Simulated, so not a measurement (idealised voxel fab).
The document below concerns the process module designated voxel released beams.
Section shown: cut. Width: 220 nm. Cell size: 5 nm, square.
Cross-section spec: square-cell grid; bands listed top down; each band is one or more rows. A band entry consists of two parts. The first gives the height of the band's top and the height of its bottom, in nm. The rest lists the band's materials from left to right, each with its width in nm. A single material labelled with the word "throughout" fills the band from edge to edge, and the word "empty" marks empty space. Note: height 0 marks the level under which the wafer is uniformly one material as received. Lowest band unbounded below, written "0 -> down". A width such as "30 to 40" changes by the same amount from each row of cells to the next, from the band's top row to its bottom row. No cell of the cross-section changed in a step that is given as "identical to before". In "Voids, fully enclosed" the enclosed voids are listed, meaning empty spaces of 8 cells or larger without any opening to the top. The form is width x height at distance, distance from the left edge, units nm. after a step's settings: what the simulator itself notes on the step. The setting "overlay nm" may be written on the line of a step. When the step uses a mask, the value reports how far to the right of the planned place the mask lay, and a negative value reports that it lay to the left.

The following list gives the planned process steps
1,RECEIVE with material Si
2,CONFORMAL_DEP with material SiN, thk nm 10
3,DIRECTIONAL_DEP with material SiO2, thk nm 10
4,MASKED_ETCH with tone open, mask id ANCHOR, width nm 35, etch materials SiO2, depth nm 10, overlay nm 0
5,CONFORMAL_DEP with material W, thk nm 10
6,DIRECTIONAL_DEP with material aC, thk nm 15
7,PATTERN with tone cover, mask id BEAM, material resist, width nm 110, thk nm 30, overlay nm 0
8,DIRECTIONAL_ETCH with etch materials aC, depth nm 15
9,STRIP with etch materials resist
10,DIRECTIONAL_ETCH with etch materials W, depth nm 10
11,STRIP with etch materials aC
12,STRIP with etch materials SiO2

As-received wafer cross-section (after step 1)
* 0 -> down  Si throughout
* Voids, fully enclosed: none

The first of the two wafers as seen in cross-section once the module was finished; processing followed the plan
* 30 -> 20  50 nm empty  15 nm W  15 nm empty  80 nm W  60 nm empty
* 20 -> 10  55 nm empty  35 nm W  130 nm empty
* 10 -> 0  SiN throughout
* 0 -> down  Si throughout
* Voids, fully enclosed: none

Second of two wafers, module complete, sectioned: it shares the first wafer's start and plan but was run with one mistake
* 30 -> 20  50 nm empty  15 nm W  20 nm empty  75 nm W  60 nm empty
* 20 -> 10  55 nm empty  40 nm W  125 nm empty
* 10 -> 0  SiN throughout
* 0 -> down  Si throughout
* Voids, fully enclosed: none
Diagnosis: step 4: run off-plan, actual operation and settings MASKED_ETCH with tone open, mask id ANCHOR, width nm 40, etch materials SiO2, depth nm 10, overlay nm 0
Upon completion, the cell count for each material on the second wafer equals that on the first, whereas the spatial distribution of those cells differs.
